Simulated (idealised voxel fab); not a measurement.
Herein follows the process module entitled voxel tone inversion.
The cross-section on display is named cut; it measures 260 nm wide, and its cells are 5 nm squares.
Square cells in a grid make up a cross-section in this document, and the grid is given as bands, listed from the top down, each one or more rows of cells. Look at the band entry: it leads with the top's height and the bottom's height in nm. Then it lists the materials left to right, with a width in nm for each. The word "everywhere" on a single material says that material fills the band edge to edge. The word "air" is empty space. Height is counted from the level 0, under which the received wafer is composed throughout of one material. The lowest of the bands is not closed at the bottom but continues downward, in the notation "z 0 and below". Width "30..40": first value at the band's top row of cells, second value at its bottom row, equal change from row to row. "everything unchanged", as given for a step, is the statement that not any cell of the cross-section underwent a change during that step. Any empty space of 8 cells or more lacking an open way to the top shows up in "Closed internal voids" as width x height at distance, distance from the left edge, in nm. On a step's line, text after the settings is the simulator commenting on that step. overlay nm: mask right of planned place by this much (step with mask). Neg. = left.

### Steps planned for the process
step 1: RECEIVE (material Si)
step 2: CONFORMAL_DEP (material SiCN; thk nm 10)
step 3: DIRECTIONAL_DEP (material aC; thk nm 25)
step 4: PATTERN (tone cover; mask id POSTS; material resist; width nm 25; pitch nm 55; thk nm 35; overlay nm 0)
step 5: DIRECTIONAL_ETCH (etch materials aC; depth nm 25)
step 6: STRIP (etch materials resist)
step 7: FILL_DEP (material SiO2; thk nm 5)
step 8: CMP (height nm 35)
step 9: STRIP (etch materials aC)

### First out of two wafers; run went to plan

### This is the cross-section of the wafer as we received it, i.e. after step 1
> z 0 and below = Si everywhere
> Closed internal voids: none

### Wafer section view after processing step 2
> z 10 to 0 = SiCN everywhere
> Beneath the level 0, the cross-section is identical to its previous state.

### Wafer section view after processing step 3
> z 35 to 10 = aC everywhere
> Beneath the level 10, the cross-section is identical to its previous state.

### Wafer section view after processing step 4
> z 70 to 35 = air (60), resist (25), air (30), resist (25), air (30), resist (25), air (65)
> Beneath the level 35, the cross-section is identical to its previous state.

### Wafer section view after processing step 5
> z 45 to 35 = air (60), resist (25), air (30), resist (25), air (30), resist (25), air (65)
> z 35 to 10 = air (60), aC (25), air (30), aC (25), air (30), aC (25), air (65)
> Beneath the level 10, the cross-section is identical to its previous state.

### Wafer section view after processing step 6
> z 35 to 10 = air (60), aC (25), air (30), aC (25), air (30), aC (25), air (65)
> Beneath the level 10, the cross-section is identical to its previous state.

### Wafer section view after processing step 7
> z 40 to 35 = SiO2 everywhere
> z 35 to 10 = SiO2 (60), aC (25), SiO2 (30), aC (25), SiO2 (30), aC (25), SiO2 (65)
> Beneath the level 10, the cross-section is identical to its previous state.

### Wafer section view after processing step 8
> z 35 to 10 = SiO2 (60), aC (25), SiO2 (30), aC (25), SiO2 (30), aC (25), SiO2 (65)
> Beneath the level 10, the cross-section is identical to its previous state.

### Wafer section view after processing step 9
> z 35 to 10 = SiO2 (60), air (25), SiO2 (30), air (25), SiO2 (30), air (25), SiO2 (65)
> Beneath the level 10, the cross-section is identical to its previous state.

### The Second Wafer: Common Origin and Plan, One Mistake in Execution, Identical to the First Through Step 3

### Cross-sectional view of the second wafer at the intended end time of process step 4
> z 70 to 35 = resist (60), air (25), resist (30), air (25), resist (30), air (25), resist (65)
> Beneath the level 35, the cross-section is identical to its previous state.

### Cross-sectional view of the second wafer at the intended end time of process step 5
> z 45 to 35 = resist (60), air (25), resist (30), air (25), resist (30), air (25), resist (65)
> z 35 to 10 = aC (60), air (25), aC (30), air (25), aC (30), air (25), aC (65)
> Beneath the level 10, the cross-section is identical to its previous state.

### Cross-sectional view of the second wafer at the intended end time of process step 6
> z 35 to 10 = aC (60), air (25), aC (30), air (25), aC (30), air (25), aC (65)
> Beneath the level 10, the cross-section is identical to its previous state.

### Cross-sectional view of the second wafer at the intended end time of process step 7
> z 40 to 35 = SiO2 everywhere
> z 35 to 10 = aC (60), SiO2 (25), aC (30), SiO2 (25), aC (30), SiO2 (25), aC (65)
> Beneath the level 10, the cross-section is identical to its previous state.

### Cross-sectional view of the second wafer at the intended end time of process step 8
> z 35 to 10 = aC (60), SiO2 (25), aC (30), SiO2 (25), aC (30), SiO2 (25), aC (65)
> Beneath the level 10, the cross-section is identical to its previous state.

### Cross-sectional view of the second wafer at the intended end time of process step 9
> z 35 to 10 = air (60), SiO2 (25), air (30), SiO2 (25), air (30), SiO2 (25), air (65)
> Beneath the level 10, the cross-section is identical to its previous state.
What was done differently from what was planned? step 4 deviated from plan and actually ran as PATTERN (tone open; mask id POSTS; material resist; width nm 25; pitch nm 55; thk nm 35; overlay nm 0)
At the finish, the second wafer shows more or fewer cells for some materials than the first does: SiO2 -110
